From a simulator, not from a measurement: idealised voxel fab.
This section sets out a process module, namely voxel self aligned contacts.
Pictured: cross-section cut, 230 nm wide, on a grid of 5 nm square cells.
We lay out every cross-section as a grid of square cells and spell it out in bands from the top down, where one band means one or more rows of cells. Within each band entry, the heights of the top and of the bottom of the band appear first, in that order and in nm; the materials of the band then follow from left to right, each with its corresponding width in nm. The designation "throughout" on a single material indicates that it fills the band from edge to edge; the designation "air" indicates empty space. Note: height 0 marks the level under which the wafer is uniformly one material as received. Lowest band unbounded below, written "0 down". Note: "30->40" means the width goes from the first number (top row of the band) to the second number (bottom row) in equal steps per row of cells. "no modification" -> step changed no cross-section cell. "Closed empty spaces" enumerates empty spaces isolated from the top, with no open way to it, that contain at least 8 cells, giving each as width x height at distance from the left edge, all three in nm. Whatever follows a step's settings on its line is a remark the simulator itself makes about that step. overlay nm: on a step with a mask, how far right of its planned place the mask lay; negative means left.

Below is the list of planned process steps
1: RECEIVE [material Si]
2: OXIDIZE [depth nm 5]
3: DIRECTIONAL_DEP [material polySi] [thk nm 30]
4: DIRECTIONAL_DEP [material SiN] [thk nm 20]
5: DIRECTIONAL_DEP [material aC] [thk nm 10]
6: PATTERN [tone cover] [mask id GATE] [material resist] [width nm 30] [pitch nm 60] [thk nm 25] [overlay nm 0]
7: DIRECTIONAL_ETCH [etch materials aC] [depth nm 10]
8: STRIP [etch materials resist]
9: DIRECTIONAL_ETCH [etch materials SiN] [depth nm 20]
10: DIRECTIONAL_ETCH [etch materials polySi] [depth nm 30]
11: STRIP [etch materials aC]
12: CONFORMAL_DEP [material SiN] [thk nm 5]
13: DIRECTIONAL_ETCH [etch materials SiN] [depth nm 5]
14: FILL_DEP [material SiO2] [thk nm 15]
15: CMP [height nm 60]
16: MASKED_ETCH [tone open] [mask id CONTACT] [width nm 40] [pitch nm 60] [etch materials SiO2] [depth nm 65] [overlay nm 0]
17: CONFORMAL_DEP [material TiN] [thk nm 5]
18: FILL_DEP [material W] [thk nm 10]
19: CMP [height nm 60]
20: CONFORMAL_DEP [material SiN] [thk nm 5]

Cross-section of the incoming wafer, state after step 1
> 0 down | Si throughout
> Closed empty spaces: none

Post-module cross-section: identical start and plan to those above, one misstep in execution
> 65 to 60 | SiN throughout
> 60 to 55 | W 60 / TiN 5 / SiO2 40 / TiN 5 / W 10 / TiN 5 / SiO2 40 / TiN 5 / W 60
> 55 to 50 | W 30 / TiN 35 / SiO2 40 / TiN 20 / SiO2 40 / TiN 35 / W 30
> 50 to 30 | W 30 / TiN 5 / SiN 40 / SiO2 20 / SiN 40 / SiO2 20 / SiN 40 / TiN 5 / W 30
> 30 to 0 | W 30 / TiN 5 / SiN 5 / polySi 30 / SiN 5 / SiO2 20 / SiN 5 / polySi 30 / SiN 5 / SiO2 20 / SiN 5 / polySi 30 / SiN 5 / TiN 5 / W 30
> 0 to -5 | TiN 35 / SiO2 160 / TiN 35
> -5 down | Si throughout
> Closed empty spaces: none
The plan and the run diverged here: note that step 16 departed from the planned setting and was carried out as MASKED_ETCH [tone cover] [mask id CONTACT] [width nm 40] [pitch nm 60] [etch materials SiO2] [depth nm 65] [overlay nm 0]
